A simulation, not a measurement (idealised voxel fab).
The following process module bears the name voxel released beams.
Cross-section cut spans 220 nm and uses square cells 5 nm in size.
Notation: cross-section as square-cell grid; stated in bands, top first, going down; one or more cell rows per band.
First you get the band's top height and its bottom height, in nm, and then the materials it's made of, left to right, with each width in nm. If you see a single material with "full width", that one covers the band edge to edge. "air" is empty space.
Height datum 0, below which the as-received substrate wafer is one material. Lowest band open at the bottom, running downward: "z 0 and below".
It should be noted that a width expressed as "30->40" varies in equal increments from row to row of cells within the band, taking the value of the first number at the top row and that of the second number at the bottom row.
When a step is marked "remained the same", none of the cells in the cross-section changed during that step.
The entry titled "Sealed cavities" provides the empty spaces that have no open way to the top, restricted to those of 8 cells or more. Each is presented as width x height at distance, the distance being measured from the left edge, with all three in nm.
Formally, on a step line, whatever follows the settings is a remark that the simulator itself makes on the step.
The line of a step may include "overlay nm". On a step with a mask, this value is how far to the right of its planned place the mask lay. A negative value means the mask lay to the left.

**This section lists the process steps that were planned**
1,RECEIVE: material Si
2,CONFORMAL_DEP: material SiN, thk nm 5
3,DIRECTIONAL_DEP: material SiO2, thk nm 20
4,PATTERN: tone open, mask id ANCHOR, material resist, width nm 30, thk nm 15, overlay nm 0
5,DIRECTIONAL_ETCH: etch materials SiO2, depth nm 20
6,STRIP: etch materials resist
7,CONFORMAL_DEP: material polySi, thk nm 10
8,PATTERN: tone cover, mask id BEAM, material resist, width nm 95, thk nm 15, overlay nm 0
9,DIRECTIONAL_ETCH: etch materials polySi, depth nm 10
10,STRIP: etch materials resist
11,STRIP: etch materials SiO2

**First of two wafers, with the run carried out as planned**

**Received-state cross-section, reflecting completion of step 1**
> z 0 and below = Si full width
> Sealed cavities: none

**Wafer xsec, post step 2**
> z 5 to 0 = SiN full width
> Below 0, the layers are the same as they were.

**Wafer xsec, post step 3**
> z 25 to 5 = SiO2 full width
> Below 5, the layers are the same as they were.

**Wafer xsec, post step 4**
> z 40 to 25 = resist=65; air=30; resist=125
> Below 25, the layers are the same as they were.

**Wafer xsec, post step 5**
> z 40 to 25 = resist=65; air=30; resist=125
> z 25 to 5 = SiO2=65; air=30; SiO2=125
> Below 5, the layers are the same as they were.

**Wafer xsec, post step 6**
> z 25 to 5 = SiO2=65; air=30; SiO2=125
> Below 5, the layers are the same as they were.

**Wafer xsec, post step 7**
> z 35 to 25 = polySi=75; air=10; polySi=135
> z 25 to 15 = SiO2=65; polySi=10; air=10; polySi=10; SiO2=125
> z 15 to 5 = SiO2=65; polySi=30; SiO2=125
> Below 5, the layers are the same as they were.

**Wafer xsec, post step 8**
> z 50 to 35 = air=60; resist=95; air=65
> z 35 to 25 = polySi=75; resist=10; polySi=135
> z 25 to 15 = SiO2=65; polySi=10; resist=10; polySi=10; SiO2=125
> Below 15, the layers are the same as they were.

**Wafer xsec, post step 9**
> z 50 to 35 = air=60; resist=95; air=65
> z 35 to 25 = air=60; polySi=15; resist=10; polySi=70; air=65
> Below 25, the layers are the same as they were.

**Wafer xsec, post step 10**
> z 35 to 25 = air=60; polySi=15; air=10; polySi=70; air=65
> z 25 to 15 = SiO2=65; polySi=10; air=10; polySi=10; SiO2=125
> Below 15, the layers are the same as they were.

**Wafer xsec, post step 11**
> z 35 to 25 = air=60; polySi=15; air=10; polySi=70; air=65
> z 25 to 15 = air=65; polySi=10; air=10; polySi=10; air=125
> z 15 to 5 = air=65; polySi=30; air=125
> Below 5, the layers are the same as they were.

**Companion wafer, the second of two: same beginning, same intended sequence, one mistake in carrying it out; through step 1 inclusive it tracks the first exactly**

Second wafer: cross-section at the scheduled end of step 2: remained the same

**Second wafer: cross-section at the scheduled end of step 3**
> z 20 to 0 = SiO2 full width
> Below 0, the layers are the same as they were.

**Second wafer: cross-section at the scheduled end of step 4**
> z 35 to 20 = resist=65; air=30; resist=125
> Below 20, the layers are the same as they were.

**Second wafer: cross-section at the scheduled end of step 5**
> z 35 to 20 = resist=65; air=30; resist=125
> z 20 to 0 = SiO2=65; air=30; SiO2=125
> Below 0, the layers are the same as they were.

**Second wafer: cross-section at the scheduled end of step 6**
> z 20 to 0 = SiO2=65; air=30; SiO2=125
> Below 0, the layers are the same as they were.

**Second wafer: cross-section at the scheduled end of step 7**
> z 30 to 20 = polySi=75; air=10; polySi=135
> z 20 to 10 = SiO2=65; polySi=10; air=10; polySi=10; SiO2=125
> z 10 to 0 = SiO2=65; polySi=30; SiO2=125
> Below 0, the layers are the same as they were.

**Second wafer: cross-section at the scheduled end of step 8**
> z 45 to 30 = air=60; resist=95; air=65
> z 30 to 20 = polySi=75; resist=10; polySi=135
> z 20 to 10 = SiO2=65; polySi=10; resist=10; polySi=10; SiO2=125
> Below 10, the layers are the same as they were.

**Second wafer: cross-section at the scheduled end of step 9**
> z 45 to 30 = air=60; resist=95; air=65
> z 30 to 20 = air=60; polySi=15; resist=10; polySi=70; air=65
> Below 20, the layers are the same as they were.

**Second wafer: cross-section at the scheduled end of step 10**
> z 30 to 20 = air=60; polySi=15; air=10; polySi=70; air=65
> z 20 to 10 = SiO2=65; polySi=10; air=10; polySi=10; SiO2=125
> Below 10, the layers are the same as they were.

**Second wafer: cross-section at the scheduled end of step 11**
> z 30 to 20 = air=60; polySi=15; air=10; polySi=70; air=65
> z 20 to 10 = air=65; polySi=10; air=10; polySi=10; air=125
> z 10 to 0 = air=65; polySi=30; air=125
> Below 0, the layers are the same as they were.
Error vs. plan: step 2 of the plan: omitted, not performed
Final difference in cells, second wafer against first, listed per material as more or fewer: 44 fewer of SiN
